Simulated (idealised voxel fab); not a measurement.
Process module, titled voxel fin reveal
Pictured: cross-section cut, 160 nm wide, on a grid of 5 nm square cells.
We lay out every cross-section as a grid of square cells and spell it out in bands from the top down, where one band means one or more rows of cells. Heads up on the band format: heights come first, top then bottom, in nm. After that it's the materials left to right, each with its width in nm. A single material flagged "full width" fills the whole band edge to edge, and "blank" means there's empty space there. Heights are expressed relative to 0, this being the level below which the as-received wafer comprises one material exclusively. The lowest band is unbounded in the downward direction and is denoted as in "from 0 down". The two numbers in a width such as "30..40" mark its ends across the band: the first belongs to the top row of cells, the second to the bottom row, and from each row to the next the width moves by the same amount. Reading "remained unchanged" for a step: not a cell of the cross-section changed in it. The label "Cavities, closed" introduces a list of the empty spaces, 8 cells or larger, that have no open way up to the top; each entry in it reads width x height at distance, where the distance is taken from the left edge and all three are stated in nm. If you see something after the settings on a step's line, that's the simulator's own remark about that step. A step line may carry the setting "overlay nm", which, for steps involving a mask, states the distance by which the mask lay to the right of its intended position; negative values denote displacement to the left.
[Intended process steps]
1 RECEIVE | material Si
2 CONFORMAL_DEP | material SiN | thk nm 5
3 PATTERN | tone cover | mask id FINS | material resist | width nm 15 | pitch nm 35 | thk nm 20 | overlay nm 0
4 DIRECTIONAL_ETCH | etch materials SiN | depth nm 5
5 DIRECTIONAL_ETCH | etch materials Si | depth nm 40
6 STRIP | etch materials resist
7 FILL_DEP | material SiO2 | thk nm 15
8 CMP | height nm 5
9 SELECTIVE_ETCH | etch materials SiO2 | depth nm 35
10 STRIP | etch materials SiN
[Cross-section of the wafer at receipt, which is the condition after step 1]
  from 0 down: Si full width
  Cavities, closed: none
[The following cross-section depicts the wafer upon conclusion of the module. Processing commenced from the starting condition illustrated above and adhered to the plan illustrated above, save for one mistake in execution]
  from 0 to -30: 35 nm Si, then 15 nm blank, then 20 nm Si, then 15 nm blank, then 20 nm Si, then 15 nm blank, then 40 nm Si
  from -30 to -40: 35 nm Si, then 15 nm SiO2, then 20 nm Si, then 15 nm SiO2, then 20 nm Si, then 15 nm SiO2, then 40 nm Si
  from -40 down: Si full width
  Cavities, closed: none
what went wrong: step 3: run off-plan, actual operation and settings PATTERN | tone open | mask id FINS | material resist | width nm 15 | pitch nm 35 | thk nm 20 | overlay nm 0
